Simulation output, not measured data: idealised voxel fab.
Title: Process Module voxel double patterning
cross-section cut | 175 nm wide | cells 5 nm
A cross-section is a grid of square cells, given in bands from the top down. A band is one or more rows of cells. Band: top height; bottom height; in nm. Then, left to right: material with width in nm, for each material. "edge to edge": a single material spanning edge to edge. "blank": empty space. Height datum 0, below which the as-received substrate wafer is one material. Lowest band open at the bottom, running downward: "z 0 and below". A width given as "30..40" starts at the first number in the band's top row and ends at the second number in its bottom row, shifting by an equal amount at every step from row to row. What does "no modifications" mean for a step? It means no cell of the cross-section changed in that step. Entry "Closed voids list". Content: empty spaces with no open connection to the top, size 8 cells or greater. Each: width x height at distance. Distance: from left edge. Unit: nm. Past the settings on a step's line: simulator remark, on that step. overlay nm: mask right of planned place by this much (step with mask). Neg. = left.
## So here's the lineup of process steps we planned
step 1: op RECEIVE | material Si
step 2: op CONFORMAL_DEP | material SiO2 | thk nm 10
step 3: op DIRECTIONAL_DEP | material TiN | thk nm 20
step 4: op DIRECTIONAL_DEP | material SiCN | thk nm 5
step 5: op PATTERN | tone open | mask id FIRST | material resist | width nm 15 | pitch nm 50 | thk nm 15 | overlay nm 0
step 6: op DIRECTIONAL_ETCH | etch materials SiCN | depth nm 5
step 7: op STRIP | etch materials resist
step 8: op PATTERN | tone open | mask id SECOND | material resist | width nm 15 | thk nm 15 | overlay nm 0
step 9: op DIRECTIONAL_ETCH | etch materials SiCN | depth nm 5
step 10: op STRIP | etch materials resist
step 11: op DIRECTIONAL_ETCH | etch materials TiN | depth nm 20
step 12: op STRIP | etch materials SiCN
Split variable: width nm, step 5. Plan value = first wafer. Wafers start alike.
## The as-received cross-section of the first of several wafers corresponds to the state after step 1
* z 0 and below = Si edge to edge
* Closed voids list: none
## Cross-section, first of several wafers, end of module, after last step 12
* z 30 to 10 = 55 of TiN, then 15 of blank, then 10 of TiN, then 15 of blank, then 10 of TiN, then 15 of blank, then 55 of TiN
* z 10 to 0 = SiO2 edge to edge
* z 0 and below = Si edge to edge
* Closed voids list: none
## Cross-section, module end, final of several wafers
* z 30 to 10 = 50 of TiN, then 45 of blank, then 5 of TiN, then 30 of blank, then 45 of TiN
* z 10 to 0 = SiO2 edge to edge
* z 0 and below = Si edge to edge
* Closed voids list: none
## Row per wafer, end-of-module: cell gain (+)/loss (-) by material since the wafer came in, then closed voids
width nm 15, +70 SiO2, +104 TiN, Closed voids list: none
width nm 20, +70 SiO2, +96 TiN, Closed voids list: none
width nm 25, +70 SiO2, +88 TiN, Closed voids list: none
width nm 30, +70 SiO2, +80 TiN, Closed voids list: none
